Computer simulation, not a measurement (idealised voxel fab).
The following process module bears the name voxel tone inversion.
The width of the displayed cross-section, cut, is 230 nm; its cells are square, with a size of 5 nm.
In this document a cross-section is written as a grid of square cells. It is given as a series of bands, listed from the top down, and a band is one or more rows of cells. Heads up on the band format: heights come first, top then bottom, in nm. After that it's the materials left to right, each with its width in nm. A single material flagged "full width" fills the whole band edge to edge, and "blank" means there's empty space there. The level at which height equals 0 is the one under which the wafer, as it arrives, is entirely one material. No lower edge exists for the bottom band, which continues downward and is notated as in "z 0 and below". The expression "30->40" gives the width at the extremes of the band, the first number at its top row of cells and the second at its bottom row, with the width changing by equal amounts from each row to the next in between. It should be understood that the words "everything unchanged", when stated for a given step, signify that the cross-section underwent no change in any of its cells during that step. Voids not open to the top, 8 cells minimum: see "Enclosed internal voids". Written width x height at distance; distance is from the left edge; nm. Text after the settings on a step's line: the simulator's own remark on that step. Regarding "overlay nm": on a step with a mask, it is the distance the mask lay to the right of its planned place; a negative value places it to the left.
**Listed below are the process steps as planned**
1,RECEIVE (material Si)
2,CONFORMAL_DEP (material SiN; thk nm 10)
3,DIRECTIONAL_DEP (material polySi; thk nm 20)
4,PATTERN (tone cover; mask id POSTS; material resist; width nm 15; pitch nm 40; thk nm 25; overlay nm 0)
5,DIRECTIONAL_ETCH (etch materials polySi; depth nm 20)
6,STRIP (etch materials resist)
7,FILL_DEP (material SiO2; thk nm 5)
8,CMP (height nm 30)
9,STRIP (etch materials polySi)
**Incoming wafer in cross-section (state: after step 1)**
> z 0 and below | Si full width
> Enclosed internal voids: none
**first wafer at the end, as planned**
> z 30 to 10 | 65 of SiO2  15 of blank  25 of SiO2  15 of blank  25 of SiO2  15 of blank  70 of SiO2
> z 10 to 0 | SiN full width
> z 0 and below | Si full width
> Enclosed internal voids: none
**Cross-sectional view of the second of two wafers upon completion of the module. This wafer shared its starting condition and process plan with the first; one error was made during its execution**
> z 20 to 10 | 65 of SiO2  15 of blank  25 of SiO2  15 of blank  25 of SiO2  15 of blank  70 of SiO2
> z 10 to 0 | SiN full width
> z 0 and below | Si full width
> Enclosed internal voids: none
Error vs. plan: off-plan run, step 8, actual operation and settings CMP (height nm 20)
Heads up, by the end the second wafer has more or fewer cells of some materials compared to the first: -74 SiO2
